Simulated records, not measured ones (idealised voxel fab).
process module | voxel wiring stack
cross-section cut | 255 nm wide | cells 5 nm
A cross-section is a grid of square cells, given in bands from the top down. A band is one or more rows of cells.
Each band's line starts with the height of the band's top and of its bottom, in nm. Then come its materials from left to right, each with its width in nm. One material with "throughout" fills the band from edge to edge. "air" is empty space.
Height 0 is the level under which the wafer as received is all one material. The lowest band goes on downwards, as in "0 down".
A width such as "30 to 40" changes by the same amount from each row of cells to the next, from the band's top row to its bottom row.
"no change" after a step means that no cell of the cross-section changed.
closed voids: empty space of 8 cells or more with no open way to the top, each as width x height at its distance from the left edge, in nm
after a step's settings: what the simulator itself notes on the step
overlay nm, on a step with a mask: how far to the right of its planned place the mask lay; to the left if negative
plan
1 op RECEIVE | material Si
2 op CONFORMAL_DEP | material SiO2 | thk nm 10
3 op CONFORMAL_DEP | material SiCN | thk nm 5
4 op DIRECTIONAL_DEP | material SiO2 | thk nm 20
5 op DIRECTIONAL_DEP | material aC | thk nm 10
6 op PATTERN | tone open | mask id METAL_1 | material resist | width nm 30 | pitch nm 55 | thk nm 30 | overlay nm 0
7 op DIRECTIONAL_ETCH | etch materials aC | depth nm 10
8 op STRIP | etch materials resist
9 op DIRECTIONAL_ETCH | etch materials SiO2 | depth nm 20
10 op DIRECTIONAL_ETCH | etch materials SiCN | depth nm 5
11 op STRIP | etch materials aC
12 op CONFORMAL_DEP | material TiN | thk nm 5
13 op FILL_DEP | material Ru | thk nm 10
14 op CMP | height nm 35
15 op CONFORMAL_DEP | material SiCN | thk nm 5
16 op DIRECTIONAL_DEP | material lowk | thk nm 20
17 op DIRECTIONAL_DEP | material aC | thk nm 15
18 op PATTERN | tone open | mask id PLUG_1 | material resist | width nm 15 | thk nm 35 | overlay nm 0
19 op DIRECTIONAL_ETCH | etch materials aC | depth nm 15
20 op STRIP | etch materials resist
21 op DIRECTIONAL_ETCH | etch materials lowk | depth nm 20
22 op DIRECTIONAL_ETCH | etch materials SiCN | depth nm 5
23 op STRIP | etch materials aC
24 op CONFORMAL_DEP | material TiN | thk nm 5
25 op FILL_DEP | material Cu | thk nm 10
26 op CMP | height nm 60
27 op CONFORMAL_DEP | material SiN | thk nm 5
28 op DIRECTIONAL_DEP | material SiO2 | thk nm 25
29 op MASKED_ETCH | tone open | mask id METAL_2 | width nm 30 | pitch nm 55 | etch materials SiO2 | depth nm 25 | overlay nm 0
30 op MASKED_ETCH | tone open | mask id METAL_2 | width nm 30 | pitch nm 55 | etch materials SiN | depth nm 5 | overlay nm 0
31 op CONFORMAL_DEP | material TiN | thk nm 5
32 op FILL_DEP | material Ru | thk nm 5
33 op CMP | height nm 90
34 op CONFORMAL_DEP | material SiN | thk nm 5
as received, after step 1
  0 down: Si throughout
  closed voids: none
a wafer at the end: this start, this plan, one mistake
  95 to 90: SiN throughout
  90 to 65: SiO2 85 | TiN 5 | Ru 20 | TiN 5 | SiO2 25 | TiN 5 | Ru 20 | TiN 5 | SiO2 85
  65 to 60: SiN 85 | TiN 30 | SiN 25 | TiN 30 | SiN 85
  60 to 50: lowk 85 | TiN 5 | Cu 5 | TiN 5 | lowk 155
  50 to 45: SiCN 85 | TiN 15 | SiCN 155
  45 to 40: Ru throughout
  40 to 35: TiN 90 | Ru 20 | TiN 35 | Ru 20 | TiN 90
  35 to 15: SiO2 85 | TiN 5 | Ru 20 | TiN 5 | SiO2 25 | TiN 5 | Ru 20 | TiN 5 | SiO2 85
  15 to 10: SiCN 85 | TiN 30 | SiCN 25 | TiN 30 | SiCN 85
  10 to 0: SiO2 throughout
  0 down: Si throughout
  closed voids: none
what went wrong: step 14 ran as: op CMP | height nm 45
